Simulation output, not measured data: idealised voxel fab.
process module | voxel trench capacitor
cross-section cut | 240 nm wide | cells 5 nm
A cross-section is a grid of square cells, given in bands from the top down. A band is one or more rows of cells.
Each band's line starts with the height of the band's top and of its bottom, in nm. Then come its materials from left to right, each with its width in nm. One material with "throughout" fills the band from edge to edge. "air" is empty space.
Height 0 is the level under which the wafer as received is all one material. The lowest band goes on downwards, as in "0 down".
A width such as "30 to 40" changes by the same amount from each row of cells to the next, from the band's top row to its bottom row.
"no change" after a step means that no cell of the cross-section changed.
closed voids: empty space of 8 cells or more with no open way to the top, each as width x height at its distance from the left edge, in nm
after a step's settings: what the simulator itself notes on the step
overlay nm, on a step with a mask: how far to the right of its planned place the mask lay; to the left if negative
plan
1 op RECEIVE | material Si
2 op CONFORMAL_DEP | material SiN | thk nm 5
3 op DIRECTIONAL_DEP | material aC | thk nm 15
4 op PATTERN | tone open | mask id TRENCH | material resist | width nm 25 | pitch nm 50 | thk nm 30 | overlay nm 0
5 op DIRECTIONAL_ETCH | etch materials aC | depth nm 15
6 op STRIP | etch materials resist
7 op DIRECTIONAL_ETCH | etch materials SiN | depth nm 5
8 op DIRECTIONAL_ETCH | etch materials Si | depth nm 25
9 op STRIP | etch materials aC
10 op CONFORMAL_DEP | material SiO2 | thk nm 5
11 op FILL_DEP | material polySi | thk nm 10
12 op CMP | height nm 5
as received, after step 1
  0 down: Si throughout
  closed voids: none
a wafer at the end: this start, this plan, one mistake
  10 to 5: SiO2 60 | polySi 15 | SiO2 35 | polySi 15 | SiO2 35 | polySi 15 | SiO2 65
  5 to 0: SiN 55 | SiO2 5 | polySi 15 | SiO2 5 | SiN 25 | SiO2 5 | polySi 15 | SiO2 5 | SiN 25 | SiO2 5 | polySi 15 | SiO2 5 | SiN 60
  0 to -20: Si 55 | SiO2 5 | polySi 15 | SiO2 5 | Si 25 | SiO2 5 | polySi 15 | SiO2 5 | Si 25 | SiO2 5 | polySi 15 | SiO2 5 | Si 60
  -20 to -25: Si 55 | SiO2 25 | Si 25 | SiO2 25 | Si 25 | SiO2 25 | Si 60
  -25 down: Si throughout
  closed voids: none
what went wrong: step 12 ran as: op CMP | height nm 10
